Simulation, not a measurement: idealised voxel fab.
process module | voxel self aligned vias
cross-section cut | 155 nm wide | cells 5 nm
A cross-section is a grid of square cells, given in bands from the top down. A band is one or more rows of cells.
Each band's line starts with the height of the band's top and of its bottom, in nm. Then come its materials from left to right, each with its width in nm. One material with "throughout" fills the band from edge to edge. "air" is empty space.
Height 0 is the level under which the wafer as received is all one material. The lowest band goes on downwards, as in "0 down".
A width such as "30 to 40" changes by the same amount from each row of cells to the next, from the band's top row to its bottom row.
"no change" after a step means that no cell of the cross-section changed.
closed voids: empty space of 8 cells or more with no open way to the top, each as width x height at its distance from the left edge, in nm
after a step's settings: what the simulator itself notes on the step
overlay nm, on a step with a mask: how far to the right of its planned place the mask lay; to the left if negative
plan
1 op RECEIVE | material Si
2 op CONFORMAL_DEP | material SiO2 | thk nm 10
3 op CONFORMAL_DEP | material SiCN | thk nm 5
4 op DIRECTIONAL_DEP | material lowk | thk nm 30
5 op MASKED_ETCH | tone open | mask id LINES | width nm 30 | pitch nm 65 | etch materials lowk | depth nm 30 | overlay nm 0
6 op CONFORMAL_DEP | material TiN | thk nm 5
7 op FILL_DEP | material Ru | thk nm 10
8 op CMP | height nm 45
9 op SELECTIVE_ETCH | etch materials W Ru TiN | depth nm 5
10 op FILL_DEP | material SiN | thk nm 10
11 op CMP | height nm 45
12 op DIRECTIONAL_DEP | material lowk | thk nm 15
13 op PATTERN | tone open | mask id VIAS | material resist | width nm 50 | thk nm 15 | overlay nm 0
14 op DIRECTIONAL_ETCH | etch materials lowk | depth nm 15
15 op DIRECTIONAL_ETCH | etch materials SiN | depth nm 5
16 op STRIP | etch materials resist
17 op CONFORMAL_DEP | material TiN | thk nm 5
18 op FILL_DEP | material Cu | thk nm 5
19 op CMP | height nm 60
20 op CONFORMAL_DEP | material SiCN | thk nm 5
first wafer, as planned
as received, after step 1
  0 down: Si throughout
  closed voids: none
after step 2
  10 to 0: SiO2 throughout
  below 0: unchanged
after step 3
  15 to 10: SiCN throughout
  below 10: unchanged
after step 4
  45 to 15: lowk throughout
  below 15: unchanged
after step 5
  45 to 15: lowk 30 | air 30 | lowk 35 | air 30 | lowk 30
  below 15: unchanged
after step 6
  50 to 45: TiN 35 | air 20 | TiN 45 | air 20 | TiN 35
  45 to 20: lowk 30 | TiN 5 | air 20 | TiN 5 | lowk 35 | TiN 5 | air 20 | TiN 5 | lowk 30
  20 to 15: lowk 30 | TiN 30 | lowk 35 | TiN 30 | lowk 30
  below 15: unchanged
after step 7
  60 to 50: Ru throughout
  50 to 45: TiN 35 | Ru 20 | TiN 45 | Ru 20 | TiN 35
  45 to 20: lowk 30 | TiN 5 | Ru 20 | TiN 5 | lowk 35 | TiN 5 | Ru 20 | TiN 5 | lowk 30
  below 20: unchanged
after step 8
  45 to 20: lowk 30 | TiN 5 | Ru 20 | TiN 5 | lowk 35 | TiN 5 | Ru 20 | TiN 5 | lowk 30
  below 20: unchanged
after step 9
  45 to 40: lowk 30 | air 30 | lowk 35 | air 30 | lowk 30
  below 40: unchanged
after step 10
  55 to 45: SiN throughout
  45 to 40: lowk 30 | SiN 30 | lowk 35 | SiN 30 | lowk 30
  below 40: unchanged
after step 11
  45 to 40: lowk 30 | SiN 30 | lowk 35 | SiN 30 | lowk 30
  below 40: unchanged
after step 12
  60 to 45: lowk throughout
  below 45: unchanged
after step 13
  75 to 60: resist 20 | air 50 | resist 85
  below 60: unchanged
after step 14
  75 to 60: resist 20 | air 50 | resist 85
  60 to 45: lowk 20 | air 50 | lowk 85
  below 45: unchanged
after step 15
  75 to 60: resist 20 | air 50 | resist 85
  60 to 45: lowk 20 | air 50 | lowk 85
  45 to 40: lowk 30 | air 30 | lowk 35 | SiN 30 | lowk 30
  below 40: unchanged
after step 16
  60 to 45: lowk 20 | air 50 | lowk 85
  below 45: unchanged
after step 17
  65 to 60: TiN 25 | air 40 | TiN 90
  60 to 50: lowk 20 | TiN 5 | air 40 | TiN 5 | lowk 85
  50 to 45: lowk 20 | TiN 15 | air 20 | TiN 15 | lowk 85
  45 to 40: lowk 30 | TiN 30 | lowk 35 | SiN 30 | lowk 30
  below 40: unchanged
after step 18
  70 to 65: Cu throughout
  65 to 60: TiN 25 | Cu 40 | TiN 90
  60 to 50: lowk 20 | TiN 5 | Cu 40 | TiN 5 | lowk 85
  50 to 45: lowk 20 | TiN 15 | Cu 20 | TiN 15 | lowk 85
  below 45: unchanged
after step 19
  60 to 50: lowk 20 | TiN 5 | Cu 40 | TiN 5 | lowk 85
  below 50: unchanged
after step 20
  65 to 60: SiCN throughout
  below 60: unchanged
second wafer: like start, like plan, one mistake. Through step 12 it matches the first wafer
when step 13 should have ended
  75 to 60: resist 15 | air 60 | resist 80
  below 60: unchanged
when step 14 should have ended
  75 to 60: resist 15 | air 60 | resist 80
  60 to 45: lowk 15 | air 60 | lowk 80
  below 45: unchanged
when step 15 should have ended
  75 to 60: resist 15 | air 60 | resist 80
  60 to 45: lowk 15 | air 60 | lowk 80
  45 to 40: lowk 30 | air 30 | lowk 35 | SiN 30 | lowk 30
  below 40: unchanged
when step 16 should have ended
  60 to 45: lowk 15 | air 60 | lowk 80
  below 45: unchanged
when step 17 should have ended
  65 to 60: TiN 20 | air 50 | TiN 85
  60 to 50: lowk 15 | TiN 5 | air 50 | TiN 5 | lowk 80
  50 to 45: lowk 15 | TiN 20 | air 20 | TiN 20 | lowk 80
  45 to 40: lowk 30 | TiN 30 | lowk 35 | SiN 30 | lowk 30
  below 40: unchanged
when step 18 should have ended
  70 to 65: Cu throughout
  65 to 60: TiN 20 | Cu 50 | TiN 85
  60 to 50: lowk 15 | TiN 5 | Cu 50 | TiN 5 | lowk 80
  50 to 45: lowk 15 | TiN 20 | Cu 20 | TiN 20 | lowk 80
  below 45: unchanged
when step 19 should have ended
  60 to 50: lowk 15 | TiN 5 | Cu 50 | TiN 5 | lowk 80
  below 50: unchanged
when step 20 should have ended
  65 to 60: SiCN throughout
  below 60: unchanged
what went wrong: step 13 ran as: op PATTERN | tone open | mask id VIAS | material resist | width nm 60 | thk nm 15 | overlay nm 0
at the end the second wafer has, in cells: 4 more of Cu | 2 more of TiN | 6 fewer of lowk
